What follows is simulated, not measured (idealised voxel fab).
Process module heading - voxel capacitor over wiring
Shown is cross-section cut, with a width of 275 nm and square cells of size 5 nm.
In what follows, cross-sections appear as grids of square cells, described through bands that run from the top down, where every band is one or more rows of cells. What a band's entry tells you: where the top is and where the bottom is, as heights in nm, and after that what lies inside, material by material from left to right, each with its width in nm. Empty space is written as the word "blank", and a single material marked with the word "all across" occupies the band from edge to edge. All heights in this document are referenced to 0, defined as the level beneath which the wafer, as received, consists entirely of one material. The lowest band is not bounded below; it extends indefinitely downward and is written in the form "top 0, no bottom". It should be noted that a width expressed as "30..40" varies in equal increments from row to row of cells within the band, taking the value of the first number at the top row and that of the second number at the bottom row. "remains unaltered" (step): cross-section cells unchanged, all of them. So "Enclosed void entries" is basically the list of trapped voids: any empty space of 8 cells or more that can't reach the top through an opening. They're written width x height at distance, the distance being from the left edge, and it's all nm. Whatever follows a step's settings on its line is a remark the simulator itself makes about that step. Steps that use a mask can have "overlay nm" on their line. It says how far the mask sat to the right of where it was meant to be. Negative means to the left.

Intended process steps
- 1: op RECEIVE | material Si
- 2: op CONFORMAL_DEP | material SiO2 | thk nm 10
- 3: op DIRECTIONAL_DEP | material TiN | thk nm 5
- 4: op DIRECTIONAL_DEP | material W | thk nm 20
- 5: op PATTERN | tone cover | mask id METAL_1 | material resist | width nm 30 | pitch nm 80 | thk nm 20 | overlay nm 0
- 6: op DIRECTIONAL_ETCH | etch materials W | depth nm 20
- 7: op DIRECTIONAL_ETCH | etch materials TiN | depth nm 5
- 8: op STRIP | etch materials resist
- 9: op FILL_DEP | material lowk | thk nm 10
- 10: op CMP | height nm 35
- 11: op CONFORMAL_DEP | material SiCN | thk nm 5
- 12: op DIRECTIONAL_DEP | material SiO2 | thk nm 15
- 13: op MASKED_ETCH | tone open | mask id PLUG_1 | width nm 15 | etch materials SiO2 | depth nm 15 | overlay nm 0
- 14: op MASKED_ETCH | tone open | mask id PLUG_1 | width nm 15 | etch materials SiCN | depth nm 5 | overlay nm 0
- 15: op EPI | material Ru | thk nm 10
- 16: op EPI | material Ru | thk nm 10
- 17: op DIRECTIONAL_DEP | material TiN | thk nm 5
- 18: op DIRECTIONAL_DEP | material HfO2 | thk nm 5
- 19: op DIRECTIONAL_DEP | material TiN | thk nm 5
- 20: op DIRECTIONAL_DEP | material aC | thk nm 10
- 21: op PATTERN | tone cover | mask id UPPER_PLATE | material resist | width nm 55 | thk nm 25 | overlay nm 0
- 22: op DIRECTIONAL_ETCH | etch materials aC | depth nm 10
- 23: op STRIP | etch materials resist
- 24: op DIRECTIONAL_ETCH | etch materials TiN | depth nm 5
- 25: op DIRECTIONAL_ETCH | etch materials HfO2 | depth nm 5
- 26: op STRIP | etch materials aC
- 27: op MASKED_ETCH | tone cover | mask id LOWER_PLATE | width nm 55 | etch materials TiN | depth nm 5 | overlay nm 0
- 28: op FILL_DEP | material SiO2 | thk nm 15
- 29: op CMP | height nm 80
- 30: op MASKED_ETCH | tone open | mask id PLUG_2 | width nm 15 | etch materials SiO2 | depth nm 10 | overlay nm 0
- 31: op CONFORMAL_DEP | material TiN | thk nm 5
- 32: op FILL_DEP | material Ru | thk nm 10
- 33: op CMP | height nm 80
- 34: op CONFORMAL_DEP | material SiN | thk nm 5
For this document, wafers share an identical start and vary in the step 27 width nm; the plan quotes the first wafer's value.

First wafer of several, as received: cross-section after step 1
top 0, no bottom  Si all across
Enclosed void entries: none

First of several wafers: cross-section at the end of the module, after step 34, its last step
top 85, bottom 80  SiN all across
top 80, bottom 75  SiO2 (105) / TiN (5) / Ru (5) / TiN (5) / SiO2 (155)
top 75, bottom 65  SiO2 (105..95) / TiN (15..55) / SiO2 (155..125)
top 65, bottom 60  SiO2 (95) / HfO2 (55) / SiO2 (125)
top 60, bottom 55  SiO2 (95) / TiN (55) / SiO2 (125)
top 55, bottom 40  SiO2 (95) / Ru (15) / SiO2 (165)
top 40, bottom 35  SiCN (95) / Ru (15) / SiCN (165)
top 35, bottom 15  lowk (80) / W (30) / lowk (50) / W (30) / lowk (85)
top 15, bottom 10  lowk (80) / TiN (30) / lowk (50) / TiN (30) / lowk (85)
top 10, bottom 0  SiO2 all across
top 0, no bottom  Si all across
Enclosed void entries: none

Cross-sectional view of the final wafer of several at the module's end
top 85, bottom 80  SiN all across
top 80, bottom 75  SiO2 (105) / TiN (5) / Ru (5) / TiN (5) / SiO2 (155)
top 75, bottom 65  SiO2 (105..95) / TiN (15..55) / SiO2 (155..125)
top 65, bottom 60  SiO2 (95) / HfO2 (55) / SiO2 (125)
top 60, bottom 55  SiO2 (85) / TiN (80) / SiO2 (110)
top 55, bottom 40  SiO2 (95) / Ru (15) / SiO2 (165)
top 40, bottom 35  SiCN (95) / Ru (15) / SiCN (165)
top 35, bottom 15  lowk (80) / W (30) / lowk (50) / W (30) / lowk (85)
top 15, bottom 10  lowk (80) / TiN (30) / lowk (50) / TiN (30) / lowk (85)
top 10, bottom 0  SiO2 all across
top 0, no bottom  Si all across
Enclosed void entries: none

End of module, by wafer: material-by-material cell gain (+) or loss (-) since receipt, then closed voids
width nm 55 | +11 HfO2 | +13 Ru | +52 SiCN | +55 SiN | +502 SiO2 | +39 TiN | +48 W | +215 lowk | Enclosed void entries: none
width nm 60 | +11 HfO2 | +13 Ru | +52 SiCN | +55 SiN | +501 SiO2 | +40 TiN | +48 W | +215 lowk | Enclosed void entries: none
width nm 65 | +11 HfO2 | +13 Ru | +52 SiCN | +55 SiN | +500 SiO2 | +41 TiN | +48 W | +215 lowk | Enclosed void entries: none
width nm 70 | +11 HfO2 | +13 Ru | +52 SiCN | +55 SiN | +499 SiO2 | +42 TiN | +48 W | +215 lowk | Enclosed void entries: none
width nm 75 | +11 HfO2 | +13 Ru | +52 SiCN | +55 SiN | +498 SiO2 | +43 TiN | +48 W | +215 lowk | Enclosed void entries: none
width nm 80 | +11 HfO2 | +13 Ru | +52 SiCN | +55 SiN | +497 SiO2 | +44 TiN | +48 W | +215 lowk | Enclosed void entries: none
